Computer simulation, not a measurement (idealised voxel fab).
Module name: voxel capacitor over wiring (process module)
The figure presents cross-section cut, which has a width of 285 nm and is divided into square cells with an edge length of 5 nm.
Notation: cross-section as square-cell grid; stated in bands, top first, going down; one or more cell rows per band. Top, bottom (nm), then materials left to right with widths (nm); lone material tagged "everywhere" fills the whole band edge to edge; "blank" = empty space. The level at which height equals 0 is the one under which the wafer, as it arrives, is entirely one material. No lower edge exists for the bottom band, which continues downward and is notated as in "0..down". A width such as "30 to 40" changes by the same amount from each row of cells to the next, from the band's top row to its bottom row. You'll sometimes find "remained unchanged" written for a step, and that's the way of saying that nowhere in the cross-section did a cell change during that step. Closed-off voids of 8+ cells (no open route to the top) go in "Fully sealed cavities", written width x height at distance from the left edge, in nm. Past the settings on a step's line: simulator remark, on that step. On any step carrying a mask, the "overlay nm" setting, if present on the step's line, tells how far right of its planned place the mask lay; negative values point to the left.
# Process steps foreseen in the plan
1) op RECEIVE | material Si
2) op CONFORMAL_DEP | material SiO2 | thk nm 10
3) op DIRECTIONAL_DEP | material TiN | thk nm 5
4) op DIRECTIONAL_DEP | material Ru | thk nm 25
5) op PATTERN | tone cover | mask id METAL_1 | material resist | width nm 20 | pitch nm 75 | thk nm 20 | overlay nm 0
6) op DIRECTIONAL_ETCH | etch materials Ru | depth nm 25
7) op DIRECTIONAL_ETCH | etch materials TiN | depth nm 5
8) op STRIP | etch materials resist
9) op CONFORMAL_DEP | material SiN | thk nm 5
10) op FILL_DEP | material lowk | thk nm 5
11) op CMP | height nm 40
12) op CONFORMAL_DEP | material SiCN | thk nm 5
13) op DIRECTIONAL_DEP | material SiO2 | thk nm 20
14) op DIRECTIONAL_DEP | material aC | thk nm 10
15) op PATTERN | tone open | mask id PLUG_1 | material resist | width nm 15 | thk nm 30 | overlay nm 0
16) op DIRECTIONAL_ETCH | etch materials aC | depth nm 10
17) op STRIP | etch materials resist
18) op DIRECTIONAL_ETCH | etch materials SiO2 | depth nm 20
19) op DIRECTIONAL_ETCH | etch materials SiCN | depth nm 5
20) op STRIP | etch materials aC
21) op EPI | material Ru | thk nm 10
22) op EPI | material Ru | thk nm 10
23) op EPI | material Ru | thk nm 5
24) op DIRECTIONAL_DEP | material TiN | thk nm 10
25) op DIRECTIONAL_DEP | material Al2O3 | thk nm 5
26) op DIRECTIONAL_DEP | material TiN | thk nm 5
27) op DIRECTIONAL_DEP | material aC | thk nm 15
28) op PATTERN | tone cover | mask id UPPER_PLATE | material resist | width nm 60 | thk nm 35 | overlay nm 0
29) op DIRECTIONAL_ETCH | etch materials aC | depth nm 15
30) op STRIP | etch materials resist
31) op DIRECTIONAL_ETCH | etch materials TiN | depth nm 5
32) op DIRECTIONAL_ETCH | etch materials Al2O3 | depth nm 5
33) op STRIP | etch materials aC
34) op MASKED_ETCH | tone cover | mask id LOWER_PLATE | width nm 70 | etch materials TiN | depth nm 10 | overlay nm 0
35) op FILL_DEP | material SiO2 | thk nm 20
36) op CMP | height nm 100
37) op PATTERN | tone open | mask id PLUG_2 | material resist | width nm 15 | thk nm 15 | overlay nm 0
38) op DIRECTIONAL_ETCH | etch materials SiO2 | depth nm 15
39) op STRIP | etch materials resist
40) op CONFORMAL_DEP | material TiN | thk nm 5
41) op FILL_DEP | material Cu | thk nm 5
42) op CMP | height nm 100
43) op CONFORMAL_DEP | material SiN | thk nm 5
# As received (post step 1): cross-section
0..down: Si everywhere
Fully sealed cavities: none
# Looking at the first of two wafers in cross-section at end of module - ran to plan
105..100: SiN everywhere
100..90: 110 of SiO2 / 5 of TiN / 5 of Cu / 5 of TiN / 160 of SiO2
90..80: 110 to 100 of SiO2 / 15 to 60 of TiN / 160 to 125 of SiO2
80..75: 100 of SiO2 / 60 of Al2O3 / 125 of SiO2
75..65: 95 of SiO2 / 70 of TiN / 120 of SiO2
65..45: 100 of SiO2 / 15 of Ru / 170 of SiO2
45..40: 100 of SiCN / 15 of Ru / 170 of SiCN
40..15: 90 of lowk / 5 of SiN / 20 of Ru / 5 of SiN / 45 of lowk / 5 of SiN / 20 of Ru / 5 of SiN / 90 of lowk
15..10: 95 of SiN / 20 of TiN / 55 of SiN / 20 of TiN / 95 of SiN
10..0: SiO2 everywhere
0..down: Si everywhere
Fully sealed cavities: none
# Second of two wafers, module complete, sectioned: it shares the first wafer's start and plan but was run with one mistake
105..100: SiN everywhere
100..90: 110 to 100 of SiO2 / 15 to 25 of TiN / 160 of SiO2
90..85: 100 of SiO2 / 25 of Al2O3 / 160 of SiO2
85..80: 95 of SiO2 / 65 of TiN / 125 of SiO2
80..75: 95 of SiO2 / 30 of TiN / 35 of Al2O3 / 125 of SiO2
75..65: 90 of SiO2 / 35 of Ru / 40 of TiN / 120 of SiO2
65..45: 100 of SiO2 / 15 of Ru / 170 of SiO2
45..40: 100 of SiCN / 15 of Ru / 170 of SiCN
40..15: 90 of lowk / 5 of SiN / 20 of Ru / 5 of SiN / 45 of lowk / 5 of SiN / 20 of Ru / 5 of SiN / 90 of lowk
15..10: 95 of SiN / 20 of TiN / 55 of SiN / 20 of TiN / 95 of SiN
10..0: SiO2 everywhere
0..down: Si everywhere
Fully sealed cavities: none
What was done differently from what was planned? ran twice: one of 21 and 22, identical steps, cannot tell which
At the finish, the second wafer shows more or fewer cells for some materials than the first does: -2 Cu, +14 Ru, -8 SiO2, -4 TiN
